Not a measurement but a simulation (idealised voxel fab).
process module | voxel tone inversion
cross-section cut | 155 nm wide | cells 5 nm
A cross-section is a grid of square cells, given in bands from the top down. A band is one or more rows of cells.
Each band's line starts with the height of the band's top and of its bottom, in nm. Then come its materials from left to right, each with its width in nm. One material with "throughout" fills the band from edge to edge. "air" is empty space.
Height 0 is the level under which the wafer as received is all one material. The lowest band goes on downwards, as in "0 down".
A width such as "30 to 40" changes by the same amount from each row of cells to the next, from the band's top row to its bottom row.
"no change" after a step means that no cell of the cross-section changed.
closed voids: empty space of 8 cells or more with no open way to the top, each as width x height at its distance from the left edge, in nm
after a step's settings: what the simulator itself notes on the step
overlay nm, on a step with a mask: how far to the right of its planned place the mask lay; to the left if negative
plan
1 op RECEIVE | material Si
2 op CONFORMAL_DEP | material SiCN | thk nm 5
3 op DIRECTIONAL_DEP | material aC | thk nm 25
4 op PATTERN | tone cover | mask id POSTS | material resist | width nm 20 | pitch nm 40 | thk nm 30 | overlay nm 0
5 op DIRECTIONAL_ETCH | etch materials aC | depth nm 25
6 op STRIP | etch materials resist
7 op FILL_DEP | material lowk | thk nm 5
8 op CMP | height nm 35
9 op STRIP | etch materials aC
varied across the wafers: thk nm of step 2. The plan shows the first wafer's value. All wafers start alike
first wafer as received, after step 1
  0 down: Si throughout
  closed voids: none
first wafer at the end, after step 9
  35 to 30: lowk throughout
  30 to 5: lowk 25 | aC 20 | lowk 20 | aC 20 | lowk 20 | aC 20 | lowk 30
  5 to 0: SiCN throughout
  0 down: Si throughout
  closed voids: none
last wafer at the end
  35 to 25: lowk 25 | air 20 | lowk 20 | air 20 | lowk 20 | air 20 | lowk 30
  25 to 0: SiCN throughout
  0 down: Si throughout
  closed voids: none
each wafer at the end: cells of each material gained (+) or lost (-) since it was received, then its closed voids
thk nm 5 | +31 SiCN | +60 aC | +126 lowk | closed voids: none
thk nm 10 | +62 SiCN | +95 lowk | closed voids: none
thk nm 15 | +93 SiCN | +76 lowk | closed voids: none
thk nm 20 | +124 SiCN | +57 lowk | closed voids: none
thk nm 25 | +155 SiCN | +38 lowk | closed voids: none
